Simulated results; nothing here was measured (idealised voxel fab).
Herein follows the process module entitled voxel lift off.
We display cut, a cross-section 300 nm in width whose square cells are each 5 nm.
A cross-section in this document is a grid of square cells, and it is written down as bands, the top band listed before the ones below it; a band is made up of one or more rows of cells. A band entry consists of two parts. The first gives the height of the band's top and the height of its bottom, in nm. The rest lists the band's materials from left to right, each with its width in nm. A single material labelled with the word "everywhere" fills the band from edge to edge, and the word "blank" marks empty space. Heights are measured from 0, the level below which the as-received wafer is all one material; the lowest band has no bottom and continues downward, written as in "0 nm and below". A width such as "30->40" changes by the same amount from each row of cells to the next, from the band's top row to its bottom row. Any step labelled "identical to before" changed none of the cells in the cross-section. So "Voids, enclosed" is basically the list of trapped voids: any empty space of 8 cells or more that can't reach the top through an opening. They're written width x height at distance, the distance being from the left edge, and it's all nm. Past the settings on a step's line: simulator remark, on that step. A step line may carry the setting "overlay nm", which, for steps involving a mask, states the distance by which the mask lay to the right of its intended position; negative values denote displacement to the left.
The following list gives the planned process steps
1) RECEIVE | material Si
2) CONFORMAL_DEP | material SiN | thk nm 10
3) PATTERN | tone open | mask id LINES | material resist | width nm 25 | pitch nm 50 | thk nm 20 | overlay nm 0
4) DIRECTIONAL_DEP | material Ru | thk nm 10
5) STRIP | etch materials resist
6) CONFORMAL_DEP | material SiN | thk nm 5
Split variable: thk nm, step 6. Plan value = first wafer. Wafers start alike.
Cross-section, first of several wafers, as delivered after step 1
0 nm and below = Si everywhere
Voids, enclosed: none
First wafer at the end, after step 6
25 nm to 20 nm = 105 nm blank / 35 nm SiN / 15 nm blank / 35 nm SiN / 110 nm blank
20 nm to 15 nm = 105 nm blank / 5 nm SiN / 25 nm Ru / 5 nm SiN / 15 nm blank / 5 nm SiN / 25 nm Ru / 5 nm SiN / 110 nm blank
15 nm to 10 nm = 110 nm SiN / 25 nm Ru / 25 nm SiN / 25 nm Ru / 115 nm SiN
10 nm to 0 nm = SiN everywhere
0 nm and below = Si everywhere
Voids, enclosed: none
Cross-section at module completion, last wafer
40 nm to 30 nm = 90 nm blank / 115 nm SiN / 95 nm blank
30 nm to 20 nm = SiN everywhere
20 nm to 10 nm = 110 nm SiN / 25 nm Ru / 25 nm SiN / 25 nm Ru / 115 nm SiN
10 nm to 0 nm = SiN everywhere
0 nm and below = Si everywhere
Voids, enclosed: none
Below, a row for every wafer. Read it as the end-of-module picture: for each material the wafer shows its cells gained (+) or lost (-) since it was received, and then its closed voids
thk nm 5 | +20 Ru | +188 SiN | Voids, enclosed: none
thk nm 10 | +20 Ru | +256 SiN | Voids, enclosed: none
thk nm 15 | +20 Ru | +322 SiN | Voids, enclosed: none
thk nm 20 | +20 Ru | +386 SiN | Voids, enclosed: none
